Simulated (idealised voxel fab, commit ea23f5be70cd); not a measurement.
Process module in this document: voxel capacitor over wiring
For reference, the cross-section in this document is cut, with width 205 nm and square cells of 5 nm.
Think of the cross-section as a grid of square cells. We describe it in bands, top to bottom, and each band covers one or more rows of those cells.
In this notation a band is specified by the heights of its top and bottom, in that order and in nm, after which its materials appear from left to right, each paired with its width in nm. The word "all across" attached to a single material means that material fills the band from edge to edge; the word "blank" stands for empty space.
All heights in this document are referenced to 0, defined as the level beneath which the wafer, as received, consists entirely of one material. The lowest band is not bounded below; it extends indefinitely downward and is written in the form "top 0, no bottom".
A width given as "30..40" starts at the first number in the band's top row and ends at the second number in its bottom row, shifting by an equal amount at every step from row to row.
What does "no alterations made" mean for a step? It means no cell of the cross-section changed in that step.
Enclosed cavity list: empty space of 8 cells or more with no open way to the top, each as width x height at its distance from the left edge, in nm
Read whatever lies past the settings on a step's line as the simulator's own remark about the step.
When a step includes a mask, the "overlay nm" setting on its line states how far to the right of its planned place that mask lay, and negative values state how far to the left.

## Here's what the planned process steps look like
- 1: op RECEIVE | material Si
- 2: op CONFORMAL_DEP | material SiO2 | thk nm 10
- 3: op DIRECTIONAL_DEP | material TiN | thk nm 5
- 4: op DIRECTIONAL_DEP | material Ru | thk nm 20
- 5: op DIRECTIONAL_DEP | material aC | thk nm 10
- 6: op PATTERN | tone cover | mask id METAL_1 | material resist | width nm 30 | pitch nm 90 | thk nm 30 | overlay nm 0
- 7: op DIRECTIONAL_ETCH | etch materials aC | depth nm 10
- 8: op STRIP | etch materials resist
- 9: op DIRECTIONAL_ETCH | etch materials Ru | depth nm 20
- 10: op DIRECTIONAL_ETCH | etch materials TiN | depth nm 5
- 11: op STRIP | etch materials aC
- 12: op FILL_DEP | material lowk | thk nm 10
- 13: op CMP | height nm 35
- 14: op CONFORMAL_DEP | material SiCN | thk nm 5
- 15: op DIRECTIONAL_DEP | material lowk | thk nm 15
- 16: op DIRECTIONAL_DEP | material aC | thk nm 10
- 17: op PATTERN | tone open | mask id PLUG_1 | material resist | width nm 15 | thk nm 30 | overlay nm -15
- 18: op DIRECTIONAL_ETCH | etch materials aC | depth nm 10
- 19: op STRIP | etch materials resist
- 20: op DIRECTIONAL_ETCH | etch materials lowk | depth nm 15
- 21: op DIRECTIONAL_ETCH | etch materials SiCN | depth nm 5
- 22: op STRIP | etch materials aC
- 23: op EPI | material Ru | thk nm 10
- 24: op EPI | material Ru | thk nm 10
- 25: op DIRECTIONAL_DEP | material TiN | thk nm 10
- 26: op DIRECTIONAL_DEP | material HfO2 | thk nm 5
- 27: op DIRECTIONAL_DEP | material TiN | thk nm 5
- 28: op DIRECTIONAL_DEP | material aC | thk nm 10
- 29: op PATTERN | tone cover | mask id UPPER_PLATE | material resist | width nm 65 | thk nm 30 | overlay nm 0
- 30: op DIRECTIONAL_ETCH | etch materials aC | depth nm 10
- 31: op STRIP | etch materials resist
- 32: op DIRECTIONAL_ETCH | etch materials TiN | depth nm 5
- 33: op DIRECTIONAL_ETCH | etch materials HfO2 | depth nm 5
- 34: op STRIP | etch materials aC
- 35: op PATTERN | tone cover | mask id LOWER_PLATE | material resist | width nm 75 | thk nm 20 | overlay nm 0
- 36: op DIRECTIONAL_ETCH | etch materials TiN | depth nm 10
- 37: op STRIP | etch materials resist
- 38: op FILL_DEP | material SiO2 | thk nm 15
- 39: op CMP | height nm 85
- 40: op PATTERN | tone open | mask id PLUG_2 | material resist | width nm 15 | thk nm 15 | overlay nm 0
- 41: op DIRECTIONAL_ETCH | etch materials SiO2 | depth nm 10
- 42: op STRIP | etch materials resist
- 43: op CONFORMAL_DEP | material TiN | thk nm 5
- 44: op FILL_DEP | material Cu | thk nm 10
- 45: op CMP | height nm 85
- 46: op CONFORMAL_DEP | material SiCN | thk nm 5
Among the wafers covered here, the point of difference is the overlay nm at step 17; their starting state is shared, and the plan presents the value of the first wafer.

## Step 1 complete: as-received cross-section of the first of several wafers
> top 0, no bottom: Si all across
> Enclosed cavity list: none

## The rows of the table below are wafers. Looking at the end of the module, a row counts, for every material, the cells the wafer has gained, shown as (+), or lost, shown as (-), since it was received; its closed voids come next
overlay nm -15; +1 Cu; +13 HfO2; +60 Ru; +79 SiCN; +266 SiO2; +60 TiN; +259 lowk; Enclosed cavity list: none
overlay nm -10; +1 Cu; +13 HfO2; +60 Ru; +79 SiCN; +266 SiO2; +60 TiN; +259 lowk; Enclosed cavity list: none
overlay nm -5; +1 Cu; +13 HfO2; +60 Ru; +79 SiCN; +266 SiO2; +60 TiN; +259 lowk; Enclosed cavity list: none
overlay nm 0; +1 Cu; +13 HfO2; +60 Ru; +79 SiCN; +266 SiO2; +60 TiN; +259 lowk; Enclosed cavity list: none
overlay nm 5; +1 Cu; +13 HfO2; +60 Ru; +79 SiCN; +266 SiO2; +60 TiN; +259 lowk; Enclosed cavity list: none
overlay nm 10; +1 Cu; +13 HfO2; +60 Ru; +79 SiCN; +266 SiO2; +60 TiN; +259 lowk; Enclosed cavity list: none
overlay nm 15; +1 Cu; +13 HfO2; +48 Ru; +79 SiCN; +278 SiO2; +60 TiN; +259 lowk; Enclosed cavity list: none
